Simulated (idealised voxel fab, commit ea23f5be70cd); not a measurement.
You're looking at the process module voxel self aligned contacts.
Cross-section cut spans 230 nm and uses square cells 5 nm in size.
A cross-section in this document is a grid of square cells, and it is written down as bands, the top band listed before the ones below it; a band is made up of one or more rows of cells. Top height, bottom height, nm. Materials left to right, width each, nm. Single material + "everywhere" = fills band edge to edge. "empty" = empty. Measure heights from 0. That's the level where, below it, the as-received wafer is all one material. The lowest band is bottomless and extends downward; write it as in "0..down". The two numbers in a width such as "30..40" mark its ends across the band: the first belongs to the top row of cells, the second to the bottom row, and from each row to the next the width moves by the same amount. The designation "nothing altered", where it is given for a processing step, indicates that no cell of the cross-section was altered in the course of that step. You'll see "Entrapped void list" listing empty spaces that have no way open to the top, as long as they're 8 cells or more; the notation is width x height at distance, where the distance is from the left edge, and all of it is in nm. That trailing text on a step's line, after the settings, is the simulator's own remark on the step. "overlay nm", when on a step's line for a step with a mask, measures how far to the right of its planned place the mask lay; a negative measure means to the left.
Process steps (planned)
step 1: RECEIVE (material Si)
step 2: OXIDIZE (depth nm 5)
step 3: DIRECTIONAL_DEP (material polySi; thk nm 20)
step 4: DIRECTIONAL_DEP (material SiN; thk nm 25)
step 5: MASKED_ETCH (tone cover; mask id GATE; width nm 35; pitch nm 75; etch materials SiN; depth nm 25; overlay nm 0)
step 6: MASKED_ETCH (tone cover; mask id GATE; width nm 35; pitch nm 75; etch materials polySi; depth nm 20; overlay nm 0)
step 7: CONFORMAL_DEP (material SiN; thk nm 10)
step 8: DIRECTIONAL_ETCH (etch materials SiN; depth nm 10)
step 9: FILL_DEP (material SiO2; thk nm 15)
step 10: CMP (height nm 50)
step 11: DIRECTIONAL_DEP (material aC; thk nm 10)
step 12: PATTERN (tone open; mask id CONTACT; material resist; width nm 60; pitch nm 75; thk nm 30; overlay nm 0)
step 13: DIRECTIONAL_ETCH (etch materials aC; depth nm 10)
step 14: STRIP (etch materials resist)
step 15: DIRECTIONAL_ETCH (etch materials SiO2; depth nm 55)
step 16: STRIP (etch materials aC)
step 17: CONFORMAL_DEP (material TiN; thk nm 5)
step 18: FILL_DEP (material Ru; thk nm 10)
step 19: CMP (height nm 50)
step 20: CONFORMAL_DEP (material SiCN; thk nm 5)
The cross-section here shows the wafer as received, i.e. in its state after step 1
    0..down: Si everywhere
    Entrapped void list: none
End-of-module cross-section of the first of two wafers, processed as planned
    55..50: SiCN everywhere
    50..45: SiO2 45 nm, TiN 25 nm, Ru 10 nm, TiN 25 nm, SiO2 15 nm, TiN 25 nm, Ru 10 nm, TiN 25 nm, SiO2 50 nm
    45..20: SiO2 10 nm, SiN 55 nm, TiN 5 nm, Ru 10 nm, TiN 5 nm, SiN 55 nm, TiN 5 nm, Ru 10 nm, TiN 5 nm, SiN 55 nm, SiO2 15 nm
    20..0: SiO2 10 nm, SiN 10 nm, polySi 35 nm, SiN 10 nm, TiN 5 nm, Ru 10 nm, TiN 5 nm, SiN 10 nm, polySi 35 nm, SiN 10 nm, TiN 5 nm, Ru 10 nm, TiN 5 nm, SiN 10 nm, polySi 35 nm, SiN 10 nm, SiO2 15 nm
    0..-5: SiO2 65 nm, TiN 20 nm, SiO2 55 nm, TiN 20 nm, SiO2 70 nm
    -5..down: Si everywhere
    Entrapped void list: none
Presented here is a cross-section of the second of the two wafers as it stood at the end of the module. It was started in the same manner and assigned the same plan as the first wafer; however, one mistake was made in its execution
    55..50: SiCN everywhere
    50..45: SiO2 45 nm, TiN 25 nm, Ru 10 nm, TiN 25 nm, SiO2 15 nm, TiN 25 nm, Ru 10 nm, TiN 25 nm, SiO2 50 nm
    45..20: SiO2 10 nm, SiN 55 nm, TiN 5 nm, Ru 10 nm, TiN 5 nm, SiN 55 nm, TiN 5 nm, Ru 10 nm, TiN 5 nm, SiN 55 nm, SiO2 15 nm
    20..15: SiO2 65 nm, TiN 20 nm, SiO2 55 nm, TiN 20 nm, SiO2 70 nm
    15..0: polySi everywhere
    0..down: Si everywhere
    Entrapped void list: none
Deviation from plan: note: step 2 <-> step 3, run order reversed vs plan
End check, counted in cells, second wafer has more or fewer of these materials than the first: Ru: 16 fewer, Si: 46 more, SiN: 48 fewer, SiO2: 20 fewer, TiN: 16 fewer, polySi: 54 more
